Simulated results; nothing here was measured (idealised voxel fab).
Proc. module: voxel double patterning
The cross-section shown here is cut; it is 295 nm wide and divided into square cells measuring 5 nm on a side.
In what follows, cross-sections appear as grids of square cells, described through bands that run from the top down, where every band is one or more rows of cells. Band entry format. Leading values: height of top, height of bottom, nm. Remainder: materials in left-to-right order, each with its width in nm. Special words: "edge to edge" on a single material, which then fills the band edge to edge; "air", empty space. The level at which height equals 0 is the one under which the wafer, as it arrives, is entirely one material. No lower edge exists for the bottom band, which continues downward and is notated as in "0 down". A two-number width, for instance "30..40", indicates that the width is equal to the first number in the top row of the band and to the second number in the bottom row, and that it changes by a constant amount per row of cells. "nothing changed" means the step left every cell of the cross-section as it was. Each empty space that has no open way to the top and spans at least 8 cells appears under "Closed void roster" as width x height at distance, the distance counted from the left edge, all in nm. The remark found on a step's line after its settings is issued by the simulator itself and pertains to that step. The "overlay nm" setting may appear on a step's line; for a step that uses a mask, it gives how far to the right of its planned position the mask lay, and a negative value indicates the left.
# This section lists the process steps that were planned
| 1 | RECEIVE,material Si |
| 2 | CONFORMAL_DEP,material SiO2,thk nm 10 |
| 3 | DIRECTIONAL_DEP,material W,thk nm 10 |
| 4 | DIRECTIONAL_DEP,material SiN,thk nm 5 |
| 5 | MASKED_ETCH,tone open,mask id FIRST,width nm 15,pitch nm 50,etch materials SiN,depth nm 5,overlay nm 0 |
| 6 | DIRECTIONAL_DEP,material aC,thk nm 10 |
| 7 | PATTERN,tone open,mask id SECOND,material resist,width nm 15,pitch nm 50,thk nm 25,overlay nm 0 |
| 8 | DIRECTIONAL_ETCH,etch materials aC,depth nm 10 |
| 9 | STRIP,etch materials resist |
| 10 | DIRECTIONAL_ETCH,etch materials SiN,depth nm 5 |
| 11 | STRIP,etch materials aC |
| 12 | DIRECTIONAL_ETCH,etch materials W,depth nm 10 |
| 13 | STRIP,etch materials SiN |
# Cross-section of the incoming wafer, state after step 1
    0 down | Si edge to edge
    Closed void roster: none
# Cross-section: first of two wafers, module finished, run according to plan
    20 to 10 | W: 90, then air: 15, then W: 10, then air: 15, then W: 10, then air: 15, then W: 10, then air: 15, then W: 10, then air: 15, then W: 90
    10 to 0 | SiO2 edge to edge
    0 down | Si edge to edge
    Closed void roster: none
# Second wafer cross-section at end of module - shared start and plan with the first, one mistake in the run
    20 to 10 | W: 90, then air: 20, then W: 5, then air: 15, then W: 10, then air: 20, then W: 5, then air: 15, then W: 10, then air: 20, then W: 85
    10 to 0 | SiO2 edge to edge
    0 down | Si edge to edge
    Closed void roster: none
Deviation from plan: step 5 ran differently from the plan; actual operation with settings: MASKED_ETCH,tone open,mask id FIRST,width nm 20,pitch nm 50,etch materials SiN,depth nm 5,overlay nm 0
Upon completion, the second wafer contains, in terms of cells, a greater or smaller amount of certain materials than the first wafer: -6 W
